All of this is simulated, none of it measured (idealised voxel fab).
This is a process module. Its name is voxel wiring stack.
Cross-sectional view cut (width: 240 nm; square cell size: 5 nm).
This document writes a cross-section as a grid whose cells are square, and gives it as bands, listed from the top down; one or more rows of cells form a band. What a band's entry tells you: where the top is and where the bottom is, as heights in nm, and after that what lies inside, material by material from left to right, each with its width in nm. Empty space is written as the word "blank", and a single material marked with the word "edge to edge" occupies the band from edge to edge. Heights from 0 (as-received wafer is one material below). Bottom band endless downward, as "top 0, no bottom". The notation "30 to 40" denotes a width that varies across the rows of cells in the band, beginning at the first number in the top row, finishing at the second number in the bottom row, and changing by an identical amount from each row to the next. Step marked "changes: none"? Then no cell in the cross-section changed in it. You'll see "Catalogued sealed voids" listing empty spaces that have no way open to the top, as long as they're 8 cells or more; the notation is width x height at distance, where the distance is from the left edge, and all of it is in nm. What comes after the settings on a step's line is commentary from the simulator itself on that step. A step line may carry the setting "overlay nm", which, for steps involving a mask, states the distance by which the mask lay to the right of its intended position; negative values denote displacement to the left.
[Process steps (planned)]
1. RECEIVE,material Si
2. CONFORMAL_DEP,material SiO2,thk nm 15
3. DIRECTIONAL_DEP,material TiN,thk nm 5
4. DIRECTIONAL_DEP,material Ru,thk nm 20
5. MASKED_ETCH,tone cover,mask id METAL_1,width nm 25,pitch nm 40,etch materials Ru,depth nm 20,overlay nm 0
6. MASKED_ETCH,tone cover,mask id METAL_1,width nm 25,pitch nm 40,etch materials TiN,depth nm 5,overlay nm 0
7. FILL_DEP,material SiO2,thk nm 5
8. CMP,height nm 40
9. CONFORMAL_DEP,material SiCN,thk nm 5
10. DIRECTIONAL_DEP,material lowk,thk nm 15
11. MASKED_ETCH,tone open,mask id PLUG_1,width nm 15,pitch nm 40,etch materials lowk,depth nm 15,overlay nm 0
12. MASKED_ETCH,tone open,mask id PLUG_1,width nm 15,pitch nm 40,etch materials SiCN,depth nm 5,overlay nm 0
13. EPI,material Ru,thk nm 10
14. EPI,material Ru,thk nm 10
15. CONFORMAL_DEP,material SiN,thk nm 5
16. DIRECTIONAL_DEP,material SiO2,thk nm 15
17. DIRECTIONAL_DEP,material aC,thk nm 15
18. PATTERN,tone open,mask id METAL_2,material resist,width nm 25,pitch nm 40,thk nm 30,overlay nm 0
19. DIRECTIONAL_ETCH,etch materials aC,depth nm 15
20. STRIP,etch materials resist
21. DIRECTIONAL_ETCH,etch materials SiO2,depth nm 15
22. DIRECTIONAL_ETCH,etch materials SiN,depth nm 5
23. STRIP,etch materials aC
24. CONFORMAL_DEP,material TiN,thk nm 5
25. FILL_DEP,material Cu,thk nm 5
26. CMP,height nm 80
27. CONFORMAL_DEP,material SiCN,thk nm 5
28. DIRECTIONAL_DEP,material SiO2,thk nm 25
29. MASKED_ETCH,tone open,mask id METAL_3_HOLES,width nm 15,etch materials SiO2,depth nm 25,overlay nm 0
30. DIRECTIONAL_DEP,material aC,thk nm 15
31. PATTERN,tone open,mask id METAL_3,material resist,width nm 25,pitch nm 40,thk nm 30,overlay nm 0
32. DIRECTIONAL_ETCH,etch materials aC,depth nm 15
33. STRIP,etch materials resist
34. DIRECTIONAL_ETCH,etch materials SiO2,depth nm 15
35. DIRECTIONAL_ETCH,etch materials SiCN,depth nm 5
36. STRIP,etch materials aC
37. CONFORMAL_DEP,material TiN,thk nm 5
38. FILL_DEP,material Ru,thk nm 10
39. CMP,height nm 110
40. CONFORMAL_DEP,material SiCN,thk nm 5
41. DIRECTIONAL_DEP,material SiO2,thk nm 30
42. PATTERN,tone open,mask id METAL_4,material resist,width nm 25,pitch nm 40,thk nm 20,overlay nm 0
43. DIRECTIONAL_ETCH,etch materials SiO2,depth nm 20
44. STRIP,etch materials resist
45. MASKED_ETCH,tone open,mask id METAL_4_HOLES,width nm 15,pitch nm 40,etch materials SiO2,depth nm 10,overlay nm 0
46. MASKED_ETCH,tone open,mask id METAL_4_HOLES,width nm 15,pitch nm 40,etch materials SiCN,depth nm 5,overlay nm 0
47. CONFORMAL_DEP,material TiN,thk nm 5
48. FILL_DEP,material Cu,thk nm 5
49. CMP,height nm 145
50. CONFORMAL_DEP,material SiN,thk nm 5
[The cross-section here shows the wafer as received, i.e. in its state after step 1]
- top 0, no bottom | Si edge to edge
- Catalogued sealed voids: none
[Look at the cross-section after the module: the wafer started out the way shown above and the plan was the one shown above, yet one mistake was made along the way]
- top 150, bottom 145 | SiN edge to edge
- top 145, bottom 115 | SiO2 edge to edge
- top 115, bottom 110 | SiCN edge to edge
- top 110, bottom 100 | SiO2 (85) / TiN (5) / Ru (15) / TiN (5) / SiO2 (15) / TiN (5) / Ru (15) / TiN (5) / SiO2 (90)
- top 100, bottom 95 | SiO2 (85) / TiN (5) / Ru (5) / TiN (15) / SiO2 (15) / TiN (25) / SiO2 (90)
- top 95, bottom 85 | SiO2 (85) / TiN (5) / Ru (5) / TiN (5) / SiO2 (140)
- top 85, bottom 80 | SiCN (85) / TiN (15) / SiCN (140)
- top 80, bottom 65 | SiO2 (85) / TiN (5) / Cu (15) / TiN (5) / SiO2 (15) / TiN (5) / Cu (15) / TiN (5) / SiO2 (90)
- top 65, bottom 60 | SiN (85) / TiN (25) / SiN (15) / TiN (25) / SiN (90)
- top 60, bottom 45 | lowk (85) / Ru (15) / lowk (25) / Ru (15) / lowk (100)
- top 45, bottom 40 | SiCN (85) / Ru (15) / SiCN (25) / Ru (15) / SiCN (100)
- top 40, bottom 20 | SiO2 (85) / Ru (25) / SiO2 (15) / Ru (25) / SiO2 (90)
- top 20, bottom 15 | SiO2 (85) / TiN (25) / SiO2 (15) / TiN (25) / SiO2 (90)
- top 15, bottom 0 | SiO2 edge to edge
- top 0, no bottom | Si edge to edge
- Catalogued sealed voids: none
Short version of what went wrong: heads up, step 41 of the plan got done twice
